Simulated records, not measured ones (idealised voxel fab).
process module | voxel transistor to metal
cross-section cut | 195 nm wide | cells 5 nm
A cross-section is a grid of square cells, given in bands from the top down. A band is one or more rows of cells.
Each band's line starts with the height of the band's top and of its bottom, in nm. Then come its materials from left to right, each with its width in nm. One material with "throughout" fills the band from edge to edge. "air" is empty space.
Height 0 is the level under which the wafer as received is all one material. The lowest band goes on downwards, as in "0 down".
A width such as "30 to 40" changes by the same amount from each row of cells to the next, from the band's top row to its bottom row.
"no change" after a step means that no cell of the cross-section changed.
closed voids: empty space of 8 cells or more with no open way to the top, each as width x height at its distance from the left edge, in nm
after a step's settings: what the simulator itself notes on the step
overlay nm, on a step with a mask: how far to the right of its planned place the mask lay; to the left if negative
plan
1 op RECEIVE | material Si
2 op OXIDIZE | depth nm 5
3 op CONFORMAL_DEP | material SiN | thk nm 10
4 op DIRECTIONAL_DEP | material aC | thk nm 15
5 op PATTERN | tone cover | mask id ACTIVE | material resist | width nm 130 | thk nm 30 | overlay nm 0
6 op DIRECTIONAL_ETCH | etch materials aC | depth nm 15
7 op STRIP | etch materials resist
8 op DIRECTIONAL_ETCH | etch materials SiN | depth nm 10
9 op DIRECTIONAL_ETCH | etch materials SiO2 | depth nm 5
10 op DIRECTIONAL_ETCH | etch materials Si | depth nm 30
11 op STRIP | etch materials aC
12 op FILL_DEP | material SiO2 | thk nm 5
13 op CMP | height nm 10
14 op SELECTIVE_ETCH | etch materials SiO2 | depth nm 10
15 op STRIP | etch materials SiN
16 op SELECTIVE_ETCH | etch materials SiO2 | depth nm 5
17 op OXIDIZE | depth nm 5
18 op DIRECTIONAL_DEP | material polySi | thk nm 30
19 op DIRECTIONAL_DEP | material SiCN | thk nm 10
20 op DIRECTIONAL_DEP | material aC | thk nm 15
21 op PATTERN | tone cover | mask id GATE | material resist | width nm 30 | thk nm 30 | overlay nm 0
22 op DIRECTIONAL_ETCH | etch materials aC | depth nm 15
23 op STRIP | etch materials resist
24 op DIRECTIONAL_ETCH | etch materials SiCN | depth nm 20
25 op DIRECTIONAL_ETCH | etch materials polySi | depth nm 40
26 op STRIP | etch materials aC
27 op CONFORMAL_DEP | material SiN | thk nm 10
28 op DIRECTIONAL_ETCH | etch materials SiN | depth nm 10
29 op DIRECTIONAL_ETCH | etch materials SiO2 | depth nm 5
30 op DIRECTIONAL_ETCH | etch materials Si | depth nm 10
31 op EPI | material pSi | thk nm 10
32 op FILL_DEP | material SiO2 | thk nm 10
33 op CMP | height nm 25
34 op STRIP | etch materials polySi
35 op SELECTIVE_ETCH | etch materials SiO2 | depth nm 5
36 op CONFORMAL_DEP | material HfO2 | thk nm 5
37 op CONFORMAL_DEP | material TiN | thk nm 5
38 op FILL_DEP | material W | thk nm 10
39 op CMP | height nm 20
40 op DIRECTIONAL_DEP | material SiO2 | thk nm 10
41 op PATTERN | tone open | mask id CONTACT | material resist | width nm 20 | pitch nm 90 | thk nm 20 | overlay nm 0
42 op DIRECTIONAL_ETCH | etch materials SiO2 | depth nm 40
43 op STRIP | etch materials resist
44 op CONFORMAL_DEP | material TiN | thk nm 5
45 op FILL_DEP | material W | thk nm 10
46 op CMP | height nm 30
47 op DIRECTIONAL_DEP | material TiN | thk nm 5
48 op DIRECTIONAL_DEP | material Ru | thk nm 25
49 op MASKED_ETCH | tone cover | mask id METAL_1 | width nm 20 | pitch nm 90 | etch materials Ru | depth nm 25 | overlay nm 0
50 op MASKED_ETCH | tone cover | mask id METAL_1 | width nm 20 | pitch nm 90 | etch materials TiN | depth nm 5 | overlay nm 0
51 op CONFORMAL_DEP | material SiN | thk nm 5
52 op FILL_DEP | material SiO2 | thk nm 5
53 op CMP | height nm 60
54 op CONFORMAL_DEP | material SiCN | thk nm 5
first wafer, as planned
as received, after step 1
  0 down: Si throughout
  closed voids: none
after step 2
  0 to -5: SiO2 throughout
  below -5: unchanged
after step 3
  10 to 0: SiN throughout
  below 0: unchanged
after step 4
  25 to 10: aC throughout
  below 10: unchanged
after step 5
  55 to 25: air 30 | resist 130 | air 35
  below 25: unchanged
after step 6
  40 to 25: air 30 | resist 130 | air 35
  25 to 10: air 30 | aC 130 | air 35
  below 10: unchanged
after step 7
  25 to 10: air 30 | aC 130 | air 35
  below 10: unchanged
after step 8
  25 to 10: air 30 | aC 130 | air 35
  10 to 0: air 30 | SiN 130 | air 35
  below 0: unchanged
after step 9
  25 to 10: air 30 | aC 130 | air 35
  10 to 0: air 30 | SiN 130 | air 35
  0 to -5: air 30 | SiO2 130 | air 35
  below -5: unchanged
after step 10
  25 to 10: air 30 | aC 130 | air 35
  10 to 0: air 30 | SiN 130 | air 35
  0 to -5: air 30 | SiO2 130 | air 35
  -5 to -35: air 30 | Si 130 | air 35
  below -35: unchanged
after step 11
  10 to 0: air 30 | SiN 130 | air 35
  below 0: unchanged
after step 12
  15 to 10: SiO2 throughout
  10 to 0: SiO2 30 | SiN 130 | SiO2 35
  0 to -5: SiO2 throughout
  -5 to -35: SiO2 30 | Si 130 | SiO2 35
  below -35: unchanged
after step 13
  10 to 0: SiO2 30 | SiN 130 | SiO2 35
  below 0: unchanged
after step 14
  10 to 0: air 30 | SiN 130 | air 35
  below 0: unchanged
after step 15
  0 to -5: SiO2 throughout
  below -5: unchanged
after step 16
  -5 to -35: SiO2 30 | Si 130 | SiO2 35
  below -35: unchanged
after step 17
  -5 to -10: SiO2 throughout
  below -10: unchanged
after step 18
  25 to -5: polySi throughout
  below -5: unchanged
after step 19
  35 to 25: SiCN throughout
  below 25: unchanged
after step 20
  50 to 35: aC throughout
  below 35: unchanged
after step 21
  80 to 50: air 80 | resist 30 | air 85
  below 50: unchanged
after step 22
  65 to 50: air 80 | resist 30 | air 85
  50 to 35: air 80 | aC 30 | air 85
  below 35: unchanged
after step 23
  50 to 35: air 80 | aC 30 | air 85
  below 35: unchanged
after step 24
  50 to 35: air 80 | aC 30 | air 85
  35 to 25: air 80 | SiCN 30 | air 85
  below 25: unchanged
after step 25
  50 to 35: air 80 | aC 30 | air 85
  35 to 25: air 80 | SiCN 30 | air 85
  25 to -5: air 80 | polySi 30 | air 85
  below -5: unchanged
after step 26
  35 to 25: air 80 | SiCN 30 | air 85
  below 25: unchanged
after step 27
  45 to 35: air 70 | SiN 50 | air 75
  35 to 25: air 70 | SiN 10 | SiCN 30 | SiN 10 | air 75
  25 to 5: air 70 | SiN 10 | polySi 30 | SiN 10 | air 75
  5 to -5: SiN 80 | polySi 30 | SiN 85
  below -5: unchanged
after step 28
  35 to 25: air 70 | SiN 10 | SiCN 30 | SiN 10 | air 75
  25 to -5: air 70 | SiN 10 | polySi 30 | SiN 10 | air 75
  below -5: unchanged
after step 29
  35 to 25: air 70 | SiN 10 | SiCN 30 | SiN 10 | air 75
  25 to -5: air 70 | SiN 10 | polySi 30 | SiN 10 | air 75
  -5 to -10: air 70 | SiO2 50 | air 75
  below -10: unchanged
after step 30
  35 to 25: air 70 | SiN 10 | SiCN 30 | SiN 10 | air 75
  25 to -5: air 70 | SiN 10 | polySi 30 | SiN 10 | air 75
  -5 to -10: air 70 | SiO2 50 | air 75
  -10 to -20: SiO2 30 | air 40 | Si 50 | air 40 | SiO2 35
  below -20: unchanged
after step 31
  35 to 25: air 70 | SiN 10 | SiCN 30 | SiN 10 | air 75
  25 to 0: air 70 | SiN 10 | polySi 30 | SiN 10 | air 75
  0 to -5: air 60 | pSi 10 | SiN 10 | polySi 30 | SiN 10 | pSi 10 | air 65
  -5 to -10: air 60 | pSi 10 | SiO2 50 | pSi 10 | air 65
  -10 to -20: SiO2 30 | pSi 40 | Si 50 | pSi 40 | SiO2 35
  below -20: unchanged
after step 32
  45 to 35: SiO2 throughout
  35 to 25: SiO2 70 | SiN 10 | SiCN 30 | SiN 10 | SiO2 75
  25 to 0: SiO2 70 | SiN 10 | polySi 30 | SiN 10 | SiO2 75
  0 to -5: SiO2 60 | pSi 10 | SiN 10 | polySi 30 | SiN 10 | pSi 10 | SiO2 65
  -5 to -10: SiO2 60 | pSi 10 | SiO2 50 | pSi 10 | SiO2 65
  below -10: unchanged
after step 33
  25 to 0: SiO2 70 | SiN 10 | polySi 30 | SiN 10 | SiO2 75
  below 0: unchanged
after step 34
  25 to 0: SiO2 70 | SiN 10 | air 30 | SiN 10 | SiO2 75
  0 to -5: SiO2 60 | pSi 10 | SiN 10 | air 30 | SiN 10 | pSi 10 | SiO2 65
  below -5: unchanged
after step 35
  25 to 20: air 70 | SiN 10 | air 30 | SiN 10 | air 75
  20 to 0: SiO2 70 | SiN 10 | air 30 | SiN 10 | SiO2 75
  0 to -5: SiO2 60 | pSi 10 | SiN 10 | air 30 | SiN 10 | pSi 10 | SiO2 65
  -5 to -10: SiO2 60 | pSi 10 | SiO2 5 | air 40 | SiO2 5 | pSi 10 | SiO2 65
  below -10: unchanged
after step 36
  30 to 25: air 65 | HfO2 20 | air 20 | HfO2 20 | air 70
  25 to 20: HfO2 70 | SiN 10 | HfO2 5 | air 20 | HfO2 5 | SiN 10 | HfO2 75
  20 to 0: SiO2 70 | SiN 10 | HfO2 5 | air 20 | HfO2 5 | SiN 10 | SiO2 75
  0 to -5: SiO2 60 | pSi 10 | SiN 10 | HfO2 5 | air 20 | HfO2 5 | SiN 10 | pSi 10 | SiO2 65
  -5 to -10: SiO2 60 | pSi 10 | SiO2 5 | HfO2 40 | SiO2 5 | pSi 10 | SiO2 65
  below -10: unchanged
after step 37
  35 to 30: air 60 | TiN 30 | air 10 | TiN 30 | air 65
  30 to 25: TiN 65 | HfO2 20 | TiN 5 | air 10 | TiN 5 | HfO2 20 | TiN 70
  25 to 20: HfO2 70 | SiN 10 | HfO2 5 | TiN 5 | air 10 | TiN 5 | HfO2 5 | SiN 10 | HfO2 75
  20 to 0: SiO2 70 | SiN 10 | HfO2 5 | TiN 5 | air 10 | TiN 5 | HfO2 5 | SiN 10 | SiO2 75
  0 to -5: SiO2 60 | pSi 10 | SiN 10 | HfO2 5 | TiN 20 | HfO2 5 | SiN 10 | pSi 10 | SiO2 65
  below -5: unchanged
after step 38
  45 to 35: W throughout
  35 to 30: W 60 | TiN 30 | W 10 | TiN 30 | W 65
  30 to 25: TiN 65 | HfO2 20 | TiN 5 | W 10 | TiN 5 | HfO2 20 | TiN 70
  25 to 20: HfO2 70 | SiN 10 | HfO2 5 | TiN 5 | W 10 | TiN 5 | HfO2 5 | SiN 10 | HfO2 75
  20 to 0: SiO2 70 | SiN 10 | HfO2 5 | TiN 5 | W 10 | TiN 5 | HfO2 5 | SiN 10 | SiO2 75
  below 0: unchanged
after step 39
  20 to 0: SiO2 70 | SiN 10 | HfO2 5 | TiN 5 | W 10 | TiN 5 | HfO2 5 | SiN 10 | SiO2 75
  below 0: unchanged
after step 40
  30 to 20: SiO2 throughout
  below 20: unchanged
after step 41
  50 to 30: resist 40 | air 20 | resist 70 | air 20 | resist 45
  below 30: unchanged
after step 42
  50 to 30: resist 40 | air 20 | resist 70 | air 20 | resist 45
  30 to 20: SiO2 40 | air 20 | SiO2 70 | air 20 | SiO2 45
  20 to 0: SiO2 40 | air 20 | SiO2 10 | SiN 10 | HfO2 5 | TiN 5 | W 10 | TiN 5 | HfO2 5 | SiN 10 | SiO2 10 | air 20 | SiO2 45
  0 to -5: SiO2 40 | air 20 | pSi 10 | SiN 10 | HfO2 5 | TiN 20 | HfO2 5 | SiN 10 | pSi 10 | air 20 | SiO2 45
  -5 to -10: SiO2 40 | air 20 | pSi 10 | SiO2 5 | HfO2 40 | SiO2 5 | pSi 10 | air 20 | SiO2 45
  below -10: unchanged
after step 43
  30 to 20: SiO2 40 | air 20 | SiO2 70 | air 20 | SiO2 45
  below 20: unchanged
after step 44
  35 to 30: TiN 45 | air 10 | TiN 80 | air 10 | TiN 50
  30 to 20: SiO2 40 | TiN 5 | air 10 | TiN 5 | SiO2 70 | TiN 5 | air 10 | TiN 5 | SiO2 45
  20 to 0: SiO2 40 | TiN 5 | air 10 | TiN 5 | SiO2 10 | SiN 10 | HfO2 5 | TiN 5 | W 10 | TiN 5 | HfO2 5 | SiN 10 | SiO2 10 | TiN 5 | air 10 | TiN 5 | SiO2 45
  0 to -5: SiO2 40 | TiN 5 | air 10 | TiN 5 | pSi 10 | SiN 10 | HfO2 5 | TiN 20 | HfO2 5 | SiN 10 | pSi 10 | TiN 5 | air 10 | TiN 5 | SiO2 45
  -5 to -10: SiO2 40 | TiN 20 | pSi 10 | SiO2 5 | HfO2 40 | SiO2 5 | pSi 10 | TiN 20 | SiO2 45
  below -10: unchanged
after step 45
  45 to 35: W throughout
  35 to 30: TiN 45 | W 10 | TiN 80 | W 10 | TiN 50
  30 to 20: SiO2 40 | TiN 5 | W 10 | TiN 5 | SiO2 70 | TiN 5 | W 10 | TiN 5 | SiO2 45
  20 to 0: SiO2 40 | TiN 5 | W 10 | TiN 5 | SiO2 10 | SiN 10 | HfO2 5 | TiN 5 | W 10 | TiN 5 | HfO2 5 | SiN 10 | SiO2 10 | TiN 5 | W 10 | TiN 5 | SiO2 45
  0 to -5: SiO2 40 | TiN 5 | W 10 | TiN 5 | pSi 10 | SiN 10 | HfO2 5 | TiN 20 | HfO2 5 | SiN 10 | pSi 10 | TiN 5 | W 10 | TiN 5 | SiO2 45
  below -5: unchanged
after step 46
  30 to 20: SiO2 40 | TiN 5 | W 10 | TiN 5 | SiO2 70 | TiN 5 | W 10 | TiN 5 | SiO2 45
  below 20: unchanged
after step 47
  35 to 30: TiN throughout
  below 30: unchanged
after step 48
  60 to 35: Ru throughout
  below 35: unchanged
after step 49
  60 to 35: air 40 | Ru 20 | air 70 | Ru 20 | air 45
  below 35: unchanged
after step 50
  60 to 35: air 40 | Ru 20 | air 70 | Ru 20 | air 45
  35 to 30: air 40 | TiN 20 | air 70 | TiN 20 | air 45
  below 30: unchanged
after step 51
  65 to 60: air 35 | SiN 30 | air 60 | SiN 30 | air 40
  60 to 35: air 35 | SiN 5 | Ru 20 | SiN 5 | air 60 | SiN 5 | Ru 20 | SiN 5 | air 40
  35 to 30: SiN 40 | TiN 20 | SiN 70 | TiN 20 | SiN 45
  below 30: unchanged
after step 52
  70 to 65: SiO2 throughout
  65 to 60: SiO2 35 | SiN 30 | SiO2 60 | SiN 30 | SiO2 40
  60 to 35: SiO2 35 | SiN 5 | Ru 20 | SiN 5 | SiO2 60 | SiN 5 | Ru 20 | SiN 5 | SiO2 40
  below 35: unchanged
after step 53
  60 to 35: SiO2 35 | SiN 5 | Ru 20 | SiN 5 | SiO2 60 | SiN 5 | Ru 20 | SiN 5 | SiO2 40
  below 35: unchanged
after step 54
  65 to 60: SiCN throughout
  below 60: unchanged
second wafer: like start, like plan, one mistake. Through step 35 it matches the first wafer
when step 36 should have ended: no change
when step 37 should have ended
  30 to 25: air 65 | TiN 20 | air 20 | TiN 20 | air 70
  25 to 20: TiN 70 | SiN 10 | TiN 5 | air 20 | TiN 5 | SiN 10 | TiN 75
  20 to 0: SiO2 70 | SiN 10 | TiN 5 | air 20 | TiN 5 | SiN 10 | SiO2 75
  0 to -5: SiO2 60 | pSi 10 | SiN 10 | TiN 5 | air 20 | TiN 5 | SiN 10 | pSi 10 | SiO2 65
  -5 to -10: SiO2 60 | pSi 10 | SiO2 5 | TiN 40 | SiO2 5 | pSi 10 | SiO2 65
  below -10: unchanged
when step 38 should have ended
  40 to 30: W throughout
  30 to 25: W 65 | TiN 20 | W 20 | TiN 20 | W 70
  25 to 20: TiN 70 | SiN 10 | TiN 5 | W 20 | TiN 5 | SiN 10 | TiN 75
  20 to 0: SiO2 70 | SiN 10 | TiN 5 | W 20 | TiN 5 | SiN 10 | SiO2 75
  0 to -5: SiO2 60 | pSi 10 | SiN 10 | TiN 5 | W 20 | TiN 5 | SiN 10 | pSi 10 | SiO2 65
  below -5: unchanged
when step 39 should have ended
  20 to 0: SiO2 70 | SiN 10 | TiN 5 | W 20 | TiN 5 | SiN 10 | SiO2 75
  below 0: unchanged
when step 40 should have ended
  30 to 20: SiO2 throughout
  below 20: unchanged
when step 41 should have ended
  50 to 30: resist 40 | air 20 | resist 70 | air 20 | resist 45
  below 30: unchanged
when step 42 should have ended
  50 to 30: resist 40 | air 20 | resist 70 | air 20 | resist 45
  30 to 20: SiO2 40 | air 20 | SiO2 70 | air 20 | SiO2 45
  20 to 0: SiO2 40 | air 20 | SiO2 10 | SiN 10 | TiN 5 | W 20 | TiN 5 | SiN 10 | SiO2 10 | air 20 | SiO2 45
  0 to -5: SiO2 40 | air 20 | pSi 10 | SiN 10 | TiN 5 | W 20 | TiN 5 | SiN 10 | pSi 10 | air 20 | SiO2 45
  -5 to -10: SiO2 40 | air 20 | pSi 10 | SiO2 5 | TiN 40 | SiO2 5 | pSi 10 | air 20 | SiO2 45
  below -10: unchanged
when step 43 should have ended
  30 to 20: SiO2 40 | air 20 | SiO2 70 | air 20 | SiO2 45
  below 20: unchanged
when step 44 should have ended
  35 to 30: TiN 45 | air 10 | TiN 80 | air 10 | TiN 50
  30 to 20: SiO2 40 | TiN 5 | air 10 | TiN 5 | SiO2 70 | TiN 5 | air 10 | TiN 5 | SiO2 45
  20 to 0: SiO2 40 | TiN 5 | air 10 | TiN 5 | SiO2 10 | SiN 10 | TiN 5 | W 20 | TiN 5 | SiN 10 | SiO2 10 | TiN 5 | air 10 | TiN 5 | SiO2 45
  0 to -5: SiO2 40 | TiN 5 | air 10 | TiN 5 | pSi 10 | SiN 10 | TiN 5 | W 20 | TiN 5 | SiN 10 | pSi 10 | TiN 5 | air 10 | TiN 5 | SiO2 45
  -5 to -10: SiO2 40 | TiN 20 | pSi 10 | SiO2 5 | TiN 40 | SiO2 5 | pSi 10 | TiN 20 | SiO2 45
  below -10: unchanged
when step 45 should have ended
  45 to 35: W throughout
  35 to 30: TiN 45 | W 10 | TiN 80 | W 10 | TiN 50
  30 to 20: SiO2 40 | TiN 5 | W 10 | TiN 5 | SiO2 70 | TiN 5 | W 10 | TiN 5 | SiO2 45
  20 to 0: SiO2 40 | TiN 5 | W 10 | TiN 5 | SiO2 10 | SiN 10 | TiN 5 | W 20 | TiN 5 | SiN 10 | SiO2 10 | TiN 5 | W 10 | TiN 5 | SiO2 45
  0 to -5: SiO2 40 | TiN 5 | W 10 | TiN 5 | pSi 10 | SiN 10 | TiN 5 | W 20 | TiN 5 | SiN 10 | pSi 10 | TiN 5 | W 10 | TiN 5 | SiO2 45
  below -5: unchanged
when step 46 should have ended
  30 to 20: SiO2 40 | TiN 5 | W 10 | TiN 5 | SiO2 70 | TiN 5 | W 10 | TiN 5 | SiO2 45
  below 20: unchanged
when step 47 should have ended
  35 to 30: TiN throughout
  below 30: unchanged
when step 48 should have ended
  60 to 35: Ru throughout
  below 35: unchanged
when step 49 should have ended
  60 to 35: air 40 | Ru 20 | air 70 | Ru 20 | air 45
  below 35: unchanged
when step 50 should have ended
  60 to 35: air 40 | Ru 20 | air 70 | Ru 20 | air 45
  35 to 30: air 40 | TiN 20 | air 70 | TiN 20 | air 45
  below 30: unchanged
when step 51 should have ended
  65 to 60: air 35 | SiN 30 | air 60 | SiN 30 | air 40
  60 to 35: air 35 | SiN 5 | Ru 20 | SiN 5 | air 60 | SiN 5 | Ru 20 | SiN 5 | air 40
  35 to 30: SiN 40 | TiN 20 | SiN 70 | TiN 20 | SiN 45
  below 30: unchanged
when step 52 should have ended
  70 to 65: SiO2 throughout
  65 to 60: SiO2 35 | SiN 30 | SiO2 60 | SiN 30 | SiO2 40
  60 to 35: SiO2 35 | SiN 5 | Ru 20 | SiN 5 | SiO2 60 | SiN 5 | Ru 20 | SiN 5 | SiO2 40
  below 35: unchanged
when step 53 should have ended
  60 to 35: SiO2 35 | SiN 5 | Ru 20 | SiN 5 | SiO2 60 | SiN 5 | Ru 20 | SiN 5 | SiO2 40
  below 35: unchanged
when step 54 should have ended
  65 to 60: SiCN throughout
  below 60: unchanged
what went wrong: step 36 was left out
at the end the second wafer has, in cells: 18 fewer of HfO2 | 6 more of TiN | 12 more of W
